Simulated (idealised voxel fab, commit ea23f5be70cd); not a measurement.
Title: Process Module voxel capacitor over wiring
The cross-section shown here is cut; it is 180 nm wide and divided into square cells measuring 5 nm on a side.
This document writes a cross-section as a grid whose cells are square, and gives it as bands, listed from the top down; one or more rows of cells form a band.
Top, bottom (nm), then materials left to right with widths (nm); lone material tagged "edge to edge" fills the whole band edge to edge; "air" = empty space.
The level at which height equals 0 is the one under which the wafer, as it arrives, is entirely one material. No lower edge exists for the bottom band, which continues downward and is notated as in "0 nm and below".
Width: "30..40" (first number = top row, second number = bottom row, same change from row to row of cells).
"left unchanged" (step): cross-section cells unchanged, all of them.
"Closed-off voids" means: voids of 8 cells or more that are shut off from the top with no open way through. Written width x height at distance, distance from the left edge, in nm.
If you see something after the settings on a step's line, that's the simulator's own remark about that step.
Steps that use a mask can have "overlay nm" on their line. It says how far the mask sat to the right of where it was meant to be. Negative means to the left.

# Process steps (planned)
1: RECEIVE [material Si]
2: CONFORMAL_DEP [material SiO2] [thk nm 10]
3: DIRECTIONAL_DEP [material TiN] [thk nm 5]
4: DIRECTIONAL_DEP [material W] [thk nm 15]
5: PATTERN [tone cover] [mask id METAL_1] [material resist] [width nm 25] [pitch nm 75] [thk nm 15] [overlay nm 0]
6: DIRECTIONAL_ETCH [etch materials W] [depth nm 15]
7: DIRECTIONAL_ETCH [etch materials TiN] [depth nm 5]
8: STRIP [etch materials resist]
9: FILL_DEP [material lowk] [thk nm 5]
10: CMP [height nm 30]
11: CONFORMAL_DEP [material SiCN] [thk nm 5]
12: DIRECTIONAL_DEP [material lowk] [thk nm 20]
13: PATTERN [tone open] [mask id PLUG_1] [material resist] [width nm 15] [thk nm 15] [overlay nm 0]
14: DIRECTIONAL_ETCH [etch materials lowk] [depth nm 10]
15: DIRECTIONAL_ETCH [etch materials SiCN] [depth nm 5]
16: STRIP [etch materials resist]
17: EPI [material Ru] [thk nm 10]
18: EPI [material Ru] [thk nm 10]
19: EPI [material Ru] [thk nm 5]
20: DIRECTIONAL_DEP [material TiN] [thk nm 10]
21: DIRECTIONAL_DEP [material Al2O3] [thk nm 5]
22: DIRECTIONAL_DEP [material TiN] [thk nm 5]
23: DIRECTIONAL_DEP [material aC] [thk nm 15]
24: PATTERN [tone cover] [mask id UPPER_PLATE] [material resist] [width nm 55] [thk nm 35] [overlay nm 0]
25: DIRECTIONAL_ETCH [etch materials aC] [depth nm 15]
26: STRIP [etch materials resist]
27: DIRECTIONAL_ETCH [etch materials TiN] [depth nm 5]
28: DIRECTIONAL_ETCH [etch materials Al2O3] [depth nm 5]
29: STRIP [etch materials aC]
30: PATTERN [tone cover] [mask id LOWER_PLATE] [material resist] [width nm 65] [thk nm 20] [overlay nm 0]
31: DIRECTIONAL_ETCH [etch materials TiN] [depth nm 10]
32: STRIP [etch materials resist]
33: FILL_DEP [material SiO2] [thk nm 20]
34: CMP [height nm 90]
35: PATTERN [tone open] [mask id PLUG_2] [material resist] [width nm 15] [thk nm 20] [overlay nm 0]
36: DIRECTIONAL_ETCH [etch materials SiO2] [depth nm 15]
37: STRIP [etch materials resist]
38: CONFORMAL_DEP [material TiN] [thk nm 5]
39: FILL_DEP [material W] [thk nm 10]
40: CMP [height nm 90]
41: CONFORMAL_DEP [material SiN] [thk nm 5]
Across this set of wafers, the varied parameter is the depth nm of step 14. Starting conditions are identical for every wafer, and the plan reports the value assigned to the first wafer.

# This is how the first of several wafers looked in cross-section when it arrived, which is after step 1
    0 nm and below  Si edge to edge
    Closed-off voids: none

# End of module: cross-section of the first of several wafers after step 41, the last step
    95 nm to 90 nm  SiN edge to edge
    90 nm to 80 nm  SiO2=60  TiN=5  W=5  TiN=5  SiO2=105
    80 nm to 70 nm  SiO2=60..65  TiN=15..40  SiO2=105..75
    70 nm to 65 nm  SiO2=65  Al2O3=40  SiO2=75
    65 nm to 60 nm  SiO2=45  TiN=65  SiO2=70
    60 nm to 55 nm  SiO2=45  TiN=5  Al2O3=15  TiN=45  SiO2=70
    55 nm to 45 nm  lowk=50  TiN=15  lowk=115
    45 nm to 35 nm  lowk edge to edge
    35 nm to 30 nm  SiCN edge to edge
    30 nm to 15 nm  lowk=40  W=25  lowk=50  W=25  lowk=40
    15 nm to 10 nm  lowk=40  TiN=25  lowk=50  TiN=25  lowk=40
    10 nm to 0 nm  SiO2 edge to edge
    0 nm and below  Si edge to edge
    Closed-off voids: none

# At the end of the module, the last of several wafers in cross-section
    95 nm to 90 nm  SiN edge to edge
    90 nm to 80 nm  SiO2=60  TiN=5  W=5  TiN=5  SiO2=105
    80 nm to 70 nm  SiO2=60..50  TiN=15..55  SiO2=105..75
    70 nm to 65 nm  SiO2=50  Al2O3=55  SiO2=75
    65 nm to 55 nm  SiO2=45  TiN=65  SiO2=70
    55 nm to 35 nm  lowk=50  Ru=15  lowk=115
    35 nm to 30 nm  SiCN=50  Ru=15  SiCN=115
    30 nm to 15 nm  lowk=40  W=25  lowk=50  W=25  lowk=40
    15 nm to 10 nm  lowk=40  TiN=25  lowk=50  TiN=25  lowk=40
    10 nm to 0 nm  SiO2 edge to edge
    0 nm and below  Si edge to edge
    Closed-off voids: none

# Gained (+) or lost (-) cells of each material since receipt, then closed voids: one row per wafer, at the end of the module
depth nm 10; +11 Al2O3; +36 SiCN; +36 SiN; +273 SiO2; +54 TiN; +32 W; +242 lowk; Closed-off voids: none
depth nm 15; +11 Al2O3; +36 SiCN; +36 SiN; +276 SiO2; +54 TiN; +32 W; +239 lowk; Closed-off voids: none
depth nm 20; +11 Al2O3; +15 Ru; +33 SiCN; +36 SiN; +267 SiO2; +54 TiN; +32 W; +236 lowk; Closed-off voids: none
depth nm 25; +11 Al2O3; +15 Ru; +33 SiCN; +36 SiN; +267 SiO2; +54 TiN; +32 W; +236 lowk; Closed-off voids: none
depth nm 30; +11 Al2O3; +15 Ru; +33 SiCN; +36 SiN; +267 SiO2; +54 TiN; +32 W; +236 lowk; Closed-off voids: none
depth nm 35; +11 Al2O3; +15 Ru; +33 SiCN; +36 SiN; +267 SiO2; +54 TiN; +32 W; +236 lowk; Closed-off voids: none
